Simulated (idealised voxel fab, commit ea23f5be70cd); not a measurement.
A process module follows: voxel gate over fins.
Cross-section cut spans 290 nm and uses square cells 5 nm in size.
Notation: cross-section as square-cell grid; stated in bands, top first, going down; one or more cell rows per band. The entry gives the band's vertical extent as a top height and a bottom height in nm, then its horizontal make-up as materials from left to right, each with a width in nm. "blank" stands for empty space; a single material marked "full width" fills the band edge to edge. Basically, 0 is our baseline, since under it the wafer straight out of the box is all one material. The bottom band has no lower end and keeps on going down, so it looks like "z 0 and below". Note: "30 to 40" means the width goes from the first number (top row of the band) to the second number (bottom row) in equal steps per row of cells. The designation "no alteration", where it is given for a processing step, indicates that no cell of the cross-section was altered in the course of that step. Sealed voids: empty space of 8 cells or more with no open way to the top, each as width x height at its distance from the left edge, in nm. Formally, on a step line, whatever follows the settings is a remark that the simulator itself makes on the step. For masked steps, "overlay nm" on the step line gives how far right of plan the mask actually lay; a minus sign means it lay to the left.

These are the steps we planned for the process
1,RECEIVE with material Si
2,CONFORMAL_DEP with material SiN, thk nm 5
3,PATTERN with tone cover, mask id FINS, material resist, width nm 15, pitch nm 40, thk nm 15, overlay nm 0
4,DIRECTIONAL_ETCH with etch materials SiN, depth nm 5
5,DIRECTIONAL_ETCH with etch materials Si, depth nm 35
6,STRIP with etch materials resist
7,OXIDIZE with depth nm 5
8,FILL_DEP with material SiO2, thk nm 5
9,CMP with height nm 5
10,SELECTIVE_ETCH with etch materials SiO2, depth nm 20
11,STRIP with etch materials SiN
12,CONFORMAL_DEP with material HfO2, thk nm 5
13,CONFORMAL_DEP with material TiN, thk nm 5
14,FILL_DEP with material W, thk nm 15
15,CMP with height nm 20
16,CONFORMAL_DEP with material SiN, thk nm 10

This is the cross-section of the wafer as we received it, i.e. after step 1
* z 0 and below | Si full width
* Sealed voids: none

End state of the module in cross-section, given the above starting point and plan and one mistake in execution
* z 30 to 20 | SiN full width
* z 20 to 10 | W full width
* z 10 to 5 | 70 nm W, then 25 nm TiN, then 15 nm W, then 25 nm TiN, then 15 nm W, then 25 nm TiN, then 15 nm W, then 25 nm TiN, then 75 nm W
* z 5 to 0 | 70 nm W, then 5 nm TiN, then 15 nm HfO2, then 5 nm TiN, then 15 nm W, then 5 nm TiN, then 15 nm HfO2, then 5 nm TiN, then 15 nm W, then 5 nm TiN, then 15 nm HfO2, then 5 nm TiN, then 15 nm W, then 5 nm TiN, then 15 nm HfO2, then 5 nm TiN, then 75 nm W
* z 0 to -5 | 70 nm W, then 5 nm TiN, then 5 nm HfO2, then 5 nm Si, then 5 nm HfO2, then 5 nm TiN, then 15 nm W, then 5 nm TiN, then 5 nm HfO2, then 5 nm Si, then 5 nm HfO2, then 5 nm TiN, then 15 nm W, then 5 nm TiN, then 5 nm HfO2, then 5 nm Si, then 5 nm HfO2, then 5 nm TiN, then 15 nm W, then 5 nm TiN, then 5 nm HfO2, then 5 nm Si, then 5 nm HfO2, then 5 nm TiN, then 75 nm W
* z -5 to -10 | 75 nm TiN, then 5 nm HfO2, then 5 nm Si, then 5 nm HfO2, then 25 nm TiN, then 5 nm HfO2, then 5 nm Si, then 5 nm HfO2, then 25 nm TiN, then 5 nm HfO2, then 5 nm Si, then 5 nm HfO2, then 25 nm TiN, then 5 nm HfO2, then 5 nm Si, then 5 nm HfO2, then 80 nm TiN
* z -10 to -15 | 80 nm HfO2, then 5 nm Si, then 35 nm HfO2, then 5 nm Si, then 35 nm HfO2, then 5 nm Si, then 35 nm HfO2, then 5 nm Si, then 85 nm HfO2
* z -15 to -50 | 80 nm SiO2, then 5 nm Si, then 35 nm SiO2, then 5 nm Si, then 35 nm SiO2, then 5 nm Si, then 35 nm SiO2, then 5 nm Si, then 85 nm SiO2
* z -50 and below | Si full width
* Sealed voids: none
Plan not followed: step 5 did not happen as planned, as run it was DIRECTIONAL_ETCH with etch materials Si, depth nm 45
